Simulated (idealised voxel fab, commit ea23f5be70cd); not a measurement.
The following is a process module called voxel released beams.
Each square cell in cross-section cut measures 5 nm, and the section as a whole is 275 nm wide.
For the purposes of this document, a cross-section shall be understood as a grid of square cells, specified as bands listed in top-to-bottom order, each band consisting of one or more rows of cells. Band: top height; bottom height; in nm. Then, left to right: material with width in nm, for each material. "edge to edge": a single material spanning edge to edge. "air": empty space. Beneath 0, the wafer as received is one material, and that level is where height counting begins. The lowest band goes on downward without a bottom; it is written like "0 down". Top row gets the first number, bottom row gets the second, and each row in between changes by the same step: that is how a band width like "30..40" works. You'll sometimes find "remains unaltered" written for a step, and that's the way of saying that nowhere in the cross-section did a cell change during that step. "Completely sealed voids": empty spaces of 8 cells or more with no open way to the top, each given as width x height at distance, distance from the left edge, all in nm. Step line, after settings: the simulator's comment on this step. Among the settings permitted on a step's line is "overlay nm"; applied to a step with a mask, it specifies the extent to which the mask lay to the right of its planned position, whereas a negative figure signifies a position to the left.

## Planned process steps
1. RECEIVE [material Si]
2. CONFORMAL_DEP [material Al2O3] [thk nm 5]
3. DIRECTIONAL_DEP [material SiO2] [thk nm 10]
4. DIRECTIONAL_DEP [material aC] [thk nm 15]
5. PATTERN [tone open] [mask id ANCHOR] [material resist] [width nm 45] [thk nm 35] [overlay nm -15]
6. DIRECTIONAL_ETCH [etch materials aC] [depth nm 15]
7. STRIP [etch materials resist]
8. DIRECTIONAL_ETCH [etch materials SiO2] [depth nm 10]
9. STRIP [etch materials aC]
10. CONFORMAL_DEP [material polySi] [thk nm 15]
11. PATTERN [tone cover] [mask id BEAM] [material resist] [width nm 95] [thk nm 20] [overlay nm 0]
12. DIRECTIONAL_ETCH [etch materials polySi] [depth nm 15]
13. STRIP [etch materials resist]
14. STRIP [etch materials SiO2]
For this document, wafers share an identical start and vary in the step 5 overlay nm; the plan quotes the first wafer's value.

## Received wafers, first of several: cross-section after step 1
> 0 down = Si edge to edge
> Completely sealed voids: none

## End of module: cross-section of the first of several wafers after step 14, the last step
> 30 to 20 = 85 air, 5 polySi, 15 air, 75 polySi, 95 air
> 20 to 15 = 85 air, 95 polySi, 95 air
> 15 to 5 = 75 air, 45 polySi, 155 air
> 5 to 0 = Al2O3 edge to edge
> 0 down = Si edge to edge
> Completely sealed voids: none

## Sectional view of the last wafer upon completion of the module
> 30 to 20 = 85 air, 35 polySi, 15 air, 45 polySi, 95 air
> 20 to 15 = 85 air, 95 polySi, 95 air
> 15 to 5 = 105 air, 45 polySi, 125 air
> 5 to 0 = Al2O3 edge to edge
> 0 down = Si edge to edge
> Completely sealed voids: none

## Quick key for the table: a row per wafer, taken at the end of the module. For each material it tells you how many cells the wafer gained (+) or lost (-) since it came in, and the closed voids come after
overlay nm -15; +55 Al2O3; +69 polySi; Completely sealed voids: none
overlay nm -10; +55 Al2O3; +69 polySi; Completely sealed voids: none
overlay nm -5; +55 Al2O3; +69 polySi; Completely sealed voids: none
overlay nm 0; +55 Al2O3; +69 polySi; Completely sealed voids: none
overlay nm 5; +55 Al2O3; +69 polySi; Completely sealed voids: none
overlay nm 10; +55 Al2O3; +69 polySi; Completely sealed voids: none
overlay nm 15; +55 Al2O3; +69 polySi; Completely sealed voids: none
